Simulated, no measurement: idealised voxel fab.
This section sets out a process module, namely voxel capacitor over wiring.
cross-section cut | 295 nm wide | cells 5 nm
In this document a cross-section is written as a grid of square cells. It is given as a series of bands, listed from the top down, and a band is one or more rows of cells. For a band, the entry starts with two heights in nm, that of the top and then that of the bottom, and carries on with the band's materials in order from left to right, each alongside its width in nm; the word "edge to edge" beside a single material means it fills the band edge to edge, and "blank" means empty space. Where do heights start? At 0: under that level the wafer as delivered is made of one material only. And the lowest band has no floor; it just carries on downward, as in "0..down". Top row gets the first number, bottom row gets the second, and each row in between changes by the same step: that is how a band width like "30 to 40" works. Key: "all unchanged" - step with no changed cell in the cross-section. The entry "Catalogued sealed voids" lists the empty spaces that cover at least 8 cells and have no open path to the top. Each is written as width x height at distance, where the distance is measured from the left edge and all three values are in nm. Anything after a step's settings on that line? It's the simulator's own note about the step. Steps that use a mask can have "overlay nm" on their line. It says how far the mask sat to the right of where it was meant to be. Negative means to the left.
These are the steps we planned for the process
- 1: RECEIVE [material Si]
- 2: CONFORMAL_DEP [material SiO2] [thk nm 15]
- 3: DIRECTIONAL_DEP [material TiN] [thk nm 5]
- 4: DIRECTIONAL_DEP [material W] [thk nm 25]
- 5: MASKED_ETCH [tone cover] [mask id METAL_1] [width nm 25] [pitch nm 90] [etch materials W] [depth nm 25] [overlay nm 0]
- 6: MASKED_ETCH [tone cover] [mask id METAL_1] [width nm 25] [pitch nm 90] [etch materials TiN] [depth nm 5] [overlay nm 0]
- 7: FILL_DEP [material SiO2] [thk nm 5]
- 8: CMP [height nm 45]
- 9: CONFORMAL_DEP [material SiCN] [thk nm 5]
- 10: DIRECTIONAL_DEP [material SiO2] [thk nm 10]
- 11: PATTERN [tone open] [mask id PLUG_1] [material resist] [width nm 15] [thk nm 15] [overlay nm 0]
- 12: DIRECTIONAL_ETCH [etch materials SiO2] [depth nm 10]
- 13: DIRECTIONAL_ETCH [etch materials SiCN] [depth nm 5]
- 14: STRIP [etch materials resist]
- 15: EPI [material Ru] [thk nm 10]
- 16: EPI [material Ru] [thk nm 5]
- 17: DIRECTIONAL_DEP [material TiN] [thk nm 5]
- 18: DIRECTIONAL_DEP [material Al2O3] [thk nm 5]
- 19: DIRECTIONAL_DEP [material TiN] [thk nm 10]
- 20: PATTERN [tone cover] [mask id UPPER_PLATE] [material resist] [width nm 70] [thk nm 15] [overlay nm 0]
- 21: DIRECTIONAL_ETCH [etch materials TiN] [depth nm 10]
- 22: DIRECTIONAL_ETCH [etch materials Al2O3] [depth nm 5]
- 23: STRIP [etch materials resist]
- 24: MASKED_ETCH [tone cover] [mask id LOWER_PLATE] [width nm 80] [etch materials TiN] [depth nm 5] [overlay nm 0]
- 25: FILL_DEP [material SiO2] [thk nm 20]
- 26: CMP [height nm 95]
- 27: PATTERN [tone open] [mask id PLUG_2] [material resist] [width nm 15] [thk nm 15] [overlay nm 0]
- 28: DIRECTIONAL_ETCH [etch materials SiO2] [depth nm 15]
- 29: STRIP [etch materials resist]
- 30: CONFORMAL_DEP [material TiN] [thk nm 5]
- 31: FILL_DEP [material Cu] [thk nm 10]
- 32: CMP [height nm 95]
- 33: CONFORMAL_DEP [material SiCN] [thk nm 5]
Delivered wafer in cross-section: state after step 1
> 0..down  Si edge to edge
> Catalogued sealed voids: none
A wafer at the end: this start, this plan, one mistake
> 100..95  SiCN edge to edge
> 95..85  110 of SiO2  5 of TiN  5 of Cu  5 of TiN  170 of SiO2
> 85..80  110 of SiO2  15 of TiN  170 of SiO2
> 80..70  100 of SiO2  70 of TiN  125 of SiO2
> 70..65  100 of SiO2  70 of Al2O3  125 of SiO2
> 65..60  100 of SiO2  80 of TiN  115 of SiO2
> 60..50  100 of SiO2  15 of Ru  180 of SiO2
> 50..45  100 of SiCN  15 of Ru  180 of SiCN
> 45..20  90 of SiO2  25 of W  65 of SiO2  25 of W  90 of SiO2
> 20..15  90 of SiO2  25 of TiN  65 of SiO2  25 of TiN  90 of SiO2
> 15..0  SiO2 edge to edge
> 0..down  Si edge to edge
> Catalogued sealed voids: none
The plan and the run diverged here: step 24 ran as: MASKED_ETCH [tone cover] [mask id LOWER_PLATE] [width nm 80] [etch materials TiN] [depth nm 5] [overlay nm 5]
